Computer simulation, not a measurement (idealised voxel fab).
The following is a process module called voxel wiring stack.
The cross-section shown here is cut; it is 245 nm wide and divided into square cells measuring 5 nm on a side.
Heads up, the way a cross-section reads in here is a grid of square cells, handed over as bands from the top down, with every band being one or more rows of cells.
Quick guide to a band line: top height, bottom height (nm) up front; then every material left to right with its width in nm. Only one material and it's marked "edge to edge"? Then it fills the band edge to edge. And "air" just means empty space.
Height is counted from the level 0, under which the received wafer is composed throughout of one material. The lowest of the bands is not closed at the bottom but continues downward, in the notation "0 -> down".
When a width is written as two numbers, as in "30..40", the first number is the width in the top row of cells of the band and the second is the width in its bottom row, and the width changes by the same amount from each row to the next.
"nothing got changed" -> step changed no cross-section cell.
"Closed internal voids" means: voids of 8 cells or more that are shut off from the top with no open way through. Written width x height at distance, distance from the left edge, in nm.
Formally, on a step line, whatever follows the settings is a remark that the simulator itself makes on the step.
The optional step-line setting "overlay nm" applies to steps with a mask and quantifies how far to the right of its planned location the mask lay, a negative value indicating leftward placement.
Steps planned for the process:
1,RECEIVE, material Si
2,CONFORMAL_DEP, material SiO2, thk nm 15
3,DIRECTIONAL_DEP, material TiN, thk nm 5
4,DIRECTIONAL_DEP, material W, thk nm 20
5,DIRECTIONAL_DEP, material aC, thk nm 15
6,PATTERN, tone cover, mask id METAL_1, material resist, width nm 20, pitch nm 50, thk nm 35, overlay nm 0
7,DIRECTIONAL_ETCH, etch materials aC, depth nm 15
8,STRIP, etch materials resist
9,DIRECTIONAL_ETCH, etch materials W, depth nm 20
10,DIRECTIONAL_ETCH, etch materials TiN, depth nm 5
11,STRIP, etch materials aC
12,FILL_DEP, material lowk, thk nm 10
13,CMP, height nm 40
14,CONFORMAL_DEP, material SiCN, thk nm 5
15,DIRECTIONAL_DEP, material SiO2, thk nm 15
16,MASKED_ETCH, tone open, mask id PLUG_1, width nm 15, etch materials SiO2, depth nm 15, overlay nm 0
17,MASKED_ETCH, tone open, mask id PLUG_1, width nm 15, etch materials SiCN, depth nm 5, overlay nm 0
18,EPI, material Ru, thk nm 10
19,EPI, material Ru, thk nm 10
20,DIRECTIONAL_DEP, material TiN, thk nm 5
21,DIRECTIONAL_DEP, material Ru, thk nm 20
22,MASKED_ETCH, tone cover, mask id METAL_2, width nm 20, pitch nm 50, etch materials Ru, depth nm 20, overlay nm 0
23,MASKED_ETCH, tone cover, mask id METAL_2, width nm 20, pitch nm 50, etch materials TiN, depth nm 5, overlay nm 0
24,CONFORMAL_DEP, material SiN, thk nm 5
25,FILL_DEP, material lowk, thk nm 10
26,CMP, height nm 85
27,CONFORMAL_DEP, material SiCN, thk nm 5
28,DIRECTIONAL_DEP, material lowk, thk nm 10
29,DIRECTIONAL_DEP, material aC, thk nm 10
30,PATTERN, tone open, mask id PLUG_2, material resist, width nm 15, thk nm 25, overlay nm 0
31,DIRECTIONAL_ETCH, etch materials aC, depth nm 10
32,STRIP, etch materials resist
33,DIRECTIONAL_ETCH, etch materials lowk, depth nm 10
34,DIRECTIONAL_ETCH, etch materials SiCN, depth nm 5
35,STRIP, etch materials aC
36,CONFORMAL_DEP, material TiN, thk nm 5
37,FILL_DEP, material Cu, thk nm 5
38,CMP, height nm 100
39,CONFORMAL_DEP, material SiN, thk nm 5
40,DIRECTIONAL_DEP, material SiO2, thk nm 15
41,PATTERN, tone open, mask id METAL_3, material resist, width nm 20, pitch nm 50, thk nm 20, overlay nm 0
42,DIRECTIONAL_ETCH, etch materials SiO2, depth nm 15
43,DIRECTIONAL_ETCH, etch materials SiN, depth nm 5
44,STRIP, etch materials resist
45,CONFORMAL_DEP, material TiN, thk nm 5
46,FILL_DEP, material W, thk nm 5
47,CMP, height nm 120
48,EPI, material Ru, thk nm 5
49,FILL_DEP, material SiCN, thk nm 5
50,DIRECTIONAL_DEP, material lowk, thk nm 30
51,MASKED_ETCH, tone open, mask id METAL_4_HOLES, width nm 15, pitch nm 50, etch materials lowk, depth nm 30, overlay nm 0
52,PATTERN, tone open, mask id METAL_4, material resist, width nm 20, pitch nm 50, thk nm 20, overlay nm 0
53,DIRECTIONAL_ETCH, etch materials lowk, depth nm 15
54,DIRECTIONAL_ETCH, etch materials SiCN, depth nm 5
55,STRIP, etch materials resist
56,CONFORMAL_DEP, material TiN, thk nm 5
57,FILL_DEP, material Cu, thk nm 5
58,CMP, height nm 160
59,CONFORMAL_DEP, material SiCN, thk nm 5
Delivered wafer in cross-section: state after step 1:
	0 -> down | Si edge to edge
	Closed internal voids: none
Figure: cross-sectional view of the wafer upon completion of the module, processed from the initial state and according to the plan depicted above, with one error introduced during execution:
	165 -> 160 | SiCN edge to edge
	160 -> 150 | 85 of lowk | 5 of TiN | 10 of Cu | 5 of TiN | 30 of lowk | 5 of TiN | 10 of Cu | 5 of TiN | 90 of lowk
	150 -> 145 | 85 of lowk | 5 of TiN | 5 of Cu | 10 of TiN | 30 of lowk | 5 of TiN | 5 of Cu | 10 of TiN | 90 of lowk
	145 -> 130 | 85 of lowk | 5 of TiN | 5 of Cu | 5 of TiN | 35 of lowk | 5 of TiN | 5 of Cu | 5 of TiN | 95 of lowk
	130 -> 125 | 85 of SiCN | 15 of TiN | 35 of SiCN | 15 of TiN | 95 of SiCN
	125 -> 120 | 80 of SiCN | 30 of Ru | 20 of SiCN | 30 of Ru | 85 of SiCN
	120 -> 105 | 85 of SiO2 | 5 of TiN | 10 of W | 5 of TiN | 30 of SiO2 | 5 of TiN | 10 of W | 5 of TiN | 90 of SiO2
	105 -> 100 | 85 of SiN | 20 of TiN | 30 of SiN | 20 of TiN | 90 of SiN
	100 -> 90 | lowk edge to edge
	90 -> 85 | 80 of lowk | 30 of SiN | 20 of lowk | 30 of SiN | 85 of lowk
	85 -> 65 | 80 of lowk | 5 of SiN | 20 of Ru | 5 of SiN | 20 of lowk | 5 of SiN | 20 of Ru | 5 of SiN | 85 of lowk
	65 -> 60 | 85 of SiN | 20 of TiN | 30 of SiN | 20 of TiN | 90 of SiN
	60 -> 45 | 85 of SiO2 | 15 of Ru | 145 of SiO2
	45 -> 40 | 85 of SiCN | 15 of Ru | 145 of SiCN
	40 -> 20 | 85 of lowk | 20 of W | 30 of lowk | 20 of W | 90 of lowk
	20 -> 15 | 85 of lowk | 20 of TiN | 30 of lowk | 20 of TiN | 90 of lowk
	15 -> 0 | SiO2 edge to edge
	0 -> down | Si edge to edge
	Closed internal voids: none
Deviation noted in wafer processing: the run left out plan step 26 entirely, so it was never executed
